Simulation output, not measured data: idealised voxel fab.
Documented hereafter: the process module known as voxel capacitor over wiring.
The figure presents cross-section cut, which has a width of 255 nm and is divided into square cells with an edge length of 5 nm.
Cross-sections here: square-cell grids, written as top-down lists of bands, a band being one or more rows of cells. Within each band entry, the heights of the top and of the bottom of the band appear first, in that order and in nm; the materials of the band then follow from left to right, each with its corresponding width in nm. The designation "throughout" on a single material indicates that it fills the band from edge to edge; the designation "empty" indicates empty space. Measure heights from 0. That's the level where, below it, the as-received wafer is all one material. The lowest band is bottomless and extends downward; write it as in "top 0, no bottom". The expression "30->40" gives the width at the extremes of the band, the first number at its top row of cells and the second at its bottom row, with the width changing by equal amounts from each row to the next in between. Where a step carries "remained unchanged", the cross-section came out of it unchanged, cell for cell. In "Enclosed cavities" the enclosed voids are listed, meaning empty spaces of 8 cells or larger without any opening to the top. The form is width x height at distance, distance from the left edge, units nm. Heads up: the bit after the settings on a step's line is the simulator's remark on that step. overlay nm: on a step with a mask, how far right of its planned place the mask lay; negative means left.
The following list gives the planned process steps
1. RECEIVE (material Si)
2. CONFORMAL_DEP (material SiO2; thk nm 10)
3. DIRECTIONAL_DEP (material TiN; thk nm 5)
4. DIRECTIONAL_DEP (material W; thk nm 25)
5. MASKED_ETCH (tone cover; mask id METAL_1; width nm 25; pitch nm 80; etch materials W; depth nm 25; overlay nm 0)
6. MASKED_ETCH (tone cover; mask id METAL_1; width nm 25; pitch nm 80; etch materials TiN; depth nm 5; overlay nm 0)
7. CONFORMAL_DEP (material SiCN; thk nm 5)
8. FILL_DEP (material lowk; thk nm 10)
9. CMP (height nm 40)
10. CONFORMAL_DEP (material SiCN; thk nm 5)
11. DIRECTIONAL_DEP (material lowk; thk nm 15)
12. PATTERN (tone open; mask id PLUG_1; material resist; width nm 15; thk nm 20; overlay nm 0)
13. DIRECTIONAL_ETCH (etch materials lowk; depth nm 15)
14. DIRECTIONAL_ETCH (etch materials SiCN; depth nm 5)
15. STRIP (etch materials resist)
16. CONFORMAL_DEP (material TiN; thk nm 5)
17. FILL_DEP (material Cu; thk nm 10)
18. CMP (height nm 60)
19. DIRECTIONAL_DEP (material TiN; thk nm 5)
20. DIRECTIONAL_DEP (material HfO2; thk nm 5)
21. DIRECTIONAL_DEP (material TiN; thk nm 5)
22. MASKED_ETCH (tone cover; mask id UPPER_PLATE; width nm 60; etch materials TiN; depth nm 5; overlay nm 0)
23. MASKED_ETCH (tone cover; mask id UPPER_PLATE; width nm 60; etch materials HfO2; depth nm 5; overlay nm 0)
24. MASKED_ETCH (tone cover; mask id LOWER_PLATE; width nm 70; etch materials TiN; depth nm 5; overlay nm 0)
25. FILL_DEP (material SiO2; thk nm 15)
26. CMP (height nm 85)
27. MASKED_ETCH (tone open; mask id PLUG_2; width nm 15; etch materials SiO2; depth nm 10; overlay nm 0)
28. CONFORMAL_DEP (material TiN; thk nm 5)
29. FILL_DEP (material W; thk nm 10)
30. CMP (height nm 85)
31. CONFORMAL_DEP (material SiCN; thk nm 5)
Below: the first of two wafers, run as planned
Here's what the wafer looked like in cross-section when it arrived - that's after step 1
- top 0, no bottom | Si throughout
- Enclosed cavities: none
Step 2 done - wafer cross-section
- top 10, bottom 0 | SiO2 throughout
- Nothing below the height 0 has changed.
Step 3 done - wafer cross-section
- top 15, bottom 10 | TiN throughout
- Nothing below the height 10 has changed.
Step 4 done - wafer cross-section
- top 40, bottom 15 | W throughout
- Nothing below the height 15 has changed.
Step 5 done - wafer cross-section
- top 40, bottom 15 | empty=75, then W=25, then empty=55, then W=25, then empty=75
- Nothing below the height 15 has changed.
Step 6 done - wafer cross-section
- top 40, bottom 15 | empty=75, then W=25, then empty=55, then W=25, then empty=75
- top 15, bottom 10 | empty=75, then TiN=25, then empty=55, then TiN=25, then empty=75
- Nothing below the height 10 has changed.
Step 7 done - wafer cross-section
- top 45, bottom 40 | empty=70, then SiCN=35, then empty=45, then SiCN=35, then empty=70
- top 40, bottom 15 | empty=70, then SiCN=5, then W=25, then SiCN=5, then empty=45, then SiCN=5, then W=25, then SiCN=5, then empty=70
- top 15, bottom 10 | SiCN=75, then TiN=25, then SiCN=55, then TiN=25, then SiCN=75
- Nothing below the height 10 has changed.
Step 8 done - wafer cross-section
- top 55, bottom 45 | lowk throughout
- top 45, bottom 40 | lowk=70, then SiCN=35, then lowk=45, then SiCN=35, then lowk=70
- top 40, bottom 15 | lowk=70, then SiCN=5, then W=25, then SiCN=5, then lowk=45, then SiCN=5, then W=25, then SiCN=5, then lowk=70
- Nothing below the height 15 has changed.
Step 9 done - wafer cross-section
- top 40, bottom 15 | lowk=70, then SiCN=5, then W=25, then SiCN=5, then lowk=45, then SiCN=5, then W=25, then SiCN=5, then lowk=70
- Nothing below the height 15 has changed.
Step 10 done - wafer cross-section
- top 45, bottom 40 | SiCN throughout
- Nothing below the height 40 has changed.
Step 11 done - wafer cross-section
- top 60, bottom 45 | lowk throughout
- Nothing below the height 45 has changed.
Step 12 done - wafer cross-section
- top 80, bottom 60 | resist=85, then empty=15, then resist=155
- Nothing below the height 60 has changed.
Step 13 done - wafer cross-section
- top 80, bottom 60 | resist=85, then empty=15, then resist=155
- top 60, bottom 45 | lowk=85, then empty=15, then lowk=155
- Nothing below the height 45 has changed.
Step 14 done - wafer cross-section
- top 80, bottom 60 | resist=85, then empty=15, then resist=155
- top 60, bottom 45 | lowk=85, then empty=15, then lowk=155
- top 45, bottom 40 | SiCN=85, then empty=15, then SiCN=155
- Nothing below the height 40 has changed.
Step 15 done - wafer cross-section
- top 60, bottom 45 | lowk=85, then empty=15, then lowk=155
- Nothing below the height 45 has changed.
Step 16 done - wafer cross-section
- top 65, bottom 60 | TiN=90, then empty=5, then TiN=160
- top 60, bottom 45 | lowk=85, then TiN=5, then empty=5, then TiN=5, then lowk=155
- top 45, bottom 40 | SiCN=85, then TiN=15, then SiCN=155
- Nothing below the height 40 has changed.
Step 17 done - wafer cross-section
- top 75, bottom 65 | Cu throughout
- top 65, bottom 60 | TiN=90, then Cu=5, then TiN=160
- top 60, bottom 45 | lowk=85, then TiN=5, then Cu=5, then TiN=5, then lowk=155
- Nothing below the height 45 has changed.
Step 18 done - wafer cross-section
- top 60, bottom 45 | lowk=85, then TiN=5, then Cu=5, then TiN=5, then lowk=155
- Nothing below the height 45 has changed.
Step 19 done - wafer cross-section
- top 65, bottom 60 | TiN throughout
- Nothing below the height 60 has changed.
Step 20 done - wafer cross-section
- top 70, bottom 65 | HfO2 throughout
- Nothing below the height 65 has changed.
Step 21 done - wafer cross-section
- top 75, bottom 70 | TiN throughout
- Nothing below the height 70 has changed.
Step 22 done - wafer cross-section
- top 75, bottom 70 | empty=85, then TiN=60, then empty=110
- Nothing below the height 70 has changed.
Step 23 done - wafer cross-section
- top 75, bottom 70 | empty=85, then TiN=60, then empty=110
- top 70, bottom 65 | empty=85, then HfO2=60, then empty=110
- Nothing below the height 65 has changed.
Step 24 done - wafer cross-section
- top 75, bottom 70 | empty=85, then TiN=60, then empty=110
- top 70, bottom 65 | empty=85, then HfO2=60, then empty=110
- top 65, bottom 60 | empty=80, then TiN=70, then empty=105
- Nothing below the height 60 has changed.
Step 25 done - wafer cross-section
- top 90, bottom 75 | SiO2 throughout
- top 75, bottom 70 | SiO2=85, then TiN=60, then SiO2=110
- top 70, bottom 65 | SiO2=85, then HfO2=60, then SiO2=110
- top 65, bottom 60 | SiO2=80, then TiN=70, then SiO2=105
- Nothing below the height 60 has changed.
Step 26 done - wafer cross-section
- top 85, bottom 75 | SiO2 throughout
- Nothing below the height 75 has changed.
Step 27 done - wafer cross-section
- top 85, bottom 75 | SiO2=95, then empty=15, then SiO2=145
- Nothing below the height 75 has changed.
Step 28 done - wafer cross-section
- top 90, bottom 85 | TiN=100, then empty=5, then TiN=150
- top 85, bottom 80 | SiO2=95, then TiN=5, then empty=5, then TiN=5, then SiO2=145
- top 80, bottom 70 | SiO2=95->85, then TiN=15->60, then SiO2=145->110
- Nothing below the height 70 has changed.
Step 29 done - wafer cross-section
- top 100, bottom 90 | W throughout
- top 90, bottom 85 | TiN=100, then W=5, then TiN=150
- top 85, bottom 80 | SiO2=95, then TiN=5, then W=5, then TiN=5, then SiO2=145
- Nothing below the height 80 has changed.
Step 30 done - wafer cross-section
- top 85, bottom 80 | SiO2=95, then TiN=5, then W=5, then TiN=5, then SiO2=145
- Nothing below the height 80 has changed.
Step 31 done - wafer cross-section
- top 90, bottom 85 | SiCN throughout
- Nothing below the height 85 has changed.
The second wafer began exactly as the first did and followed the same plan, but one mistake was made while running it; through step 21 inclusive, the two wafers are identical
Cross-section of the second wafer at the time by which step 22 should have been completed according to the plan
- top 75, bottom 70 | TiN=85, then empty=60, then TiN=110
- Nothing below the height 70 has changed.
Cross-section of the second wafer at the time by which step 23 should have been completed according to the plan: remained unchanged
Cross-section of the second wafer at the time by which step 24 should have been completed according to the plan
- top 75, bottom 70 | empty=80, then TiN=5, then empty=60, then TiN=5, then empty=105
- Nothing below the height 70 has changed.
Cross-section of the second wafer at the time by which step 25 should have been completed according to the plan
- top 90, bottom 75 | SiO2 throughout
- top 75, bottom 70 | SiO2=80, then TiN=5, then SiO2=60, then TiN=5, then SiO2=105
- Nothing below the height 70 has changed.
Cross-section of the second wafer at the time by which step 26 should have been completed according to the plan
- top 85, bottom 75 | SiO2 throughout
- Nothing below the height 75 has changed.
Cross-section of the second wafer at the time by which step 27 should have been completed according to the plan
- top 85, bottom 75 | SiO2=95, then empty=15, then SiO2=145
- Nothing below the height 75 has changed.
Cross-section of the second wafer at the time by which step 28 should have been completed according to the plan
- top 90, bottom 85 | TiN=100, then empty=5, then TiN=150
- top 85, bottom 80 | SiO2=95, then TiN=5, then empty=5, then TiN=5, then SiO2=145
- top 80, bottom 75 | SiO2=95, then TiN=15, then SiO2=145
- Nothing below the height 75 has changed.
Cross-section of the second wafer at the time by which step 29 should have been completed according to the plan
- top 100, bottom 90 | W throughout
- top 90, bottom 85 | TiN=100, then W=5, then TiN=150
- top 85, bottom 80 | SiO2=95, then TiN=5, then W=5, then TiN=5, then SiO2=145
- Nothing below the height 80 has changed.
Cross-section of the second wafer at the time by which step 30 should have been completed according to the plan
- top 85, bottom 80 | SiO2=95, then TiN=5, then W=5, then TiN=5, then SiO2=145
- Nothing below the height 80 has changed.
Cross-section of the second wafer at the time by which step 31 should have been completed according to the plan
- top 90, bottom 85 | SiCN throughout
- Nothing below the height 85 has changed.
Here's what went sideways: step 22 ran differently from the plan; actual operation with settings: MASKED_ETCH (tone open; mask id UPPER_PLATE; width nm 60; etch materials TiN; depth nm 5; overlay nm 0)
End of process, cell counts, second wafer against first, materials with more or fewer: HfO2: 39 more; SiO2: 66 fewer; TiN: 27 more
